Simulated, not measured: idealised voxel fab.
The name of this process module is voxel self aligned vias.
We display cut, a cross-section 250 nm in width whose square cells are each 5 nm.
Bands, listed from the top down, are how a cross-section gets written in this document; the cross-section itself is a grid of square cells, and a band is one or more rows of them.
This entry defines a band. It first specifies the height of the band's top and the height of its bottom in nm, and then specifies the band's materials from left to right, stating each material with its width in nm. The word "all across" identifies a single material that fills the band from edge to edge, while the word "empty" identifies empty space.
Below 0: as-received wafer, all one material; heights counted from there. Lowest band: no bottom, goes on down, written "0 nm and below".
Top row gets the first number, bottom row gets the second, and each row in between changes by the same step: that is how a band width like "30 to 40" works.
When a step is marked "all unchanged", none of the cells in the cross-section changed during that step.
"Sealed voids" contains a list of empty spaces, each no smaller than 8 cells and without an open way to the top, written in the form width x height at distance with the distance from the left edge and all three in nm.
Step line, after settings: the simulator's comment on this step.
What "overlay nm" on a step's line means: if the step has a mask, that mask lay this far to the right of its planned place, or, when the value is negative, to the left.

Plan
- 1: RECEIVE with material Si
- 2: CONFORMAL_DEP with material SiO2, thk nm 15
- 3: CONFORMAL_DEP with material SiCN, thk nm 5
- 4: DIRECTIONAL_DEP with material SiO2, thk nm 20
- 5: MASKED_ETCH with tone open, mask id LINES, width nm 20, pitch nm 60, etch materials SiO2, depth nm 20, overlay nm 0
- 6: CONFORMAL_DEP with material TiN, thk nm 5
- 7: FILL_DEP with material Ru, thk nm 5
- 8: CMP with height nm 40
- 9: SELECTIVE_ETCH with etch materials W Ru TiN, depth nm 10
- 10: FILL_DEP with material SiN, thk nm 5
- 11: CMP with height nm 40
- 12: DIRECTIONAL_DEP with material SiO2, thk nm 15
- 13: PATTERN with tone open, mask id VIAS, material resist, width nm 30, pitch nm 120, thk nm 20, overlay nm 0
- 14: DIRECTIONAL_ETCH with etch materials SiO2, depth nm 15
- 15: DIRECTIONAL_ETCH with etch materials SiN, depth nm 10
- 16: STRIP with etch materials resist
- 17: CONFORMAL_DEP with material TiN, thk nm 5
- 18: FILL_DEP with material Ru, thk nm 10
- 19: CMP with height nm 55
- 20: CONFORMAL_DEP with material SiN, thk nm 5

Cross-section of the incoming wafer, state after step 1
0 nm and below  Si all across
Sealed voids: none

Run as planned - first of the two wafers cross-sectioned at the end of the module
60 nm to 55 nm  SiN all across
55 nm to 45 nm  SiO2: 50 / TiN: 5 / Ru: 20 / TiN: 5 / SiO2: 90 / TiN: 5 / Ru: 20 / TiN: 5 / SiO2: 50
45 nm to 40 nm  SiO2: 50 / TiN: 10 / Ru: 10 / TiN: 10 / SiO2: 90 / TiN: 10 / Ru: 10 / TiN: 10 / SiO2: 50
40 nm to 35 nm  SiO2: 55 / TiN: 5 / Ru: 10 / TiN: 5 / SiO2: 40 / SiN: 20 / SiO2: 40 / TiN: 5 / Ru: 10 / TiN: 5 / SiO2: 55
35 nm to 30 nm  SiO2: 55 / TiN: 20 / SiO2: 40 / SiN: 20 / SiO2: 40 / TiN: 20 / SiO2: 55
30 nm to 25 nm  SiO2: 55 / TiN: 5 / Ru: 10 / TiN: 5 / SiO2: 40 / TiN: 5 / Ru: 10 / TiN: 5 / SiO2: 40 / TiN: 5 / Ru: 10 / TiN: 5 / SiO2: 55
25 nm to 20 nm  SiO2: 55 / TiN: 20 / SiO2: 40 / TiN: 20 / SiO2: 40 / TiN: 20 / SiO2: 55
20 nm to 15 nm  SiCN all across
15 nm to 0 nm  SiO2 all across
0 nm and below  Si all across
Sealed voids: none

What the second wafer looks like in cross-section once the module is done. Its start and its plan matched the first wafer's exactly; what differed was one mistake in how it was run
60 nm to 55 nm  SiN all across
55 nm to 45 nm  SiO2: 45 / TiN: 5 / Ru: 30 / TiN: 5 / SiO2: 80 / TiN: 5 / Ru: 30 / TiN: 5 / SiO2: 45
45 nm to 40 nm  SiO2: 45 / TiN: 15 / Ru: 10 / TiN: 15 / SiO2: 80 / TiN: 15 / Ru: 10 / TiN: 15 / SiO2: 45
40 nm to 35 nm  SiO2: 55 / TiN: 5 / Ru: 10 / TiN: 5 / SiO2: 40 / SiN: 20 / SiO2: 40 / TiN: 5 / Ru: 10 / TiN: 5 / SiO2: 55
35 nm to 30 nm  SiO2: 55 / TiN: 20 / SiO2: 40 / SiN: 20 / SiO2: 40 / TiN: 20 / SiO2: 55
30 nm to 25 nm  SiO2: 55 / TiN: 5 / Ru: 10 / TiN: 5 / SiO2: 40 / TiN: 5 / Ru: 10 / TiN: 5 / SiO2: 40 / TiN: 5 / Ru: 10 / TiN: 5 / SiO2: 55
25 nm to 20 nm  SiO2: 55 / TiN: 20 / SiO2: 40 / TiN: 20 / SiO2: 40 / TiN: 20 / SiO2: 55
20 nm to 15 nm  SiCN all across
15 nm to 0 nm  SiO2 all across
0 nm and below  Si all across
Sealed voids: none
Finding, execution versus plan: for step 13, the planned setting was not used; the step was instead run as PATTERN with tone open, mask id VIAS, material resist, width nm 40, pitch nm 120, thk nm 20, overlay nm 0
In the final state, the cell counts of the second wafer exceed or fall short of those of the first for the following materials: Ru: 8 more, SiO2: 12 fewer, TiN: 4 more
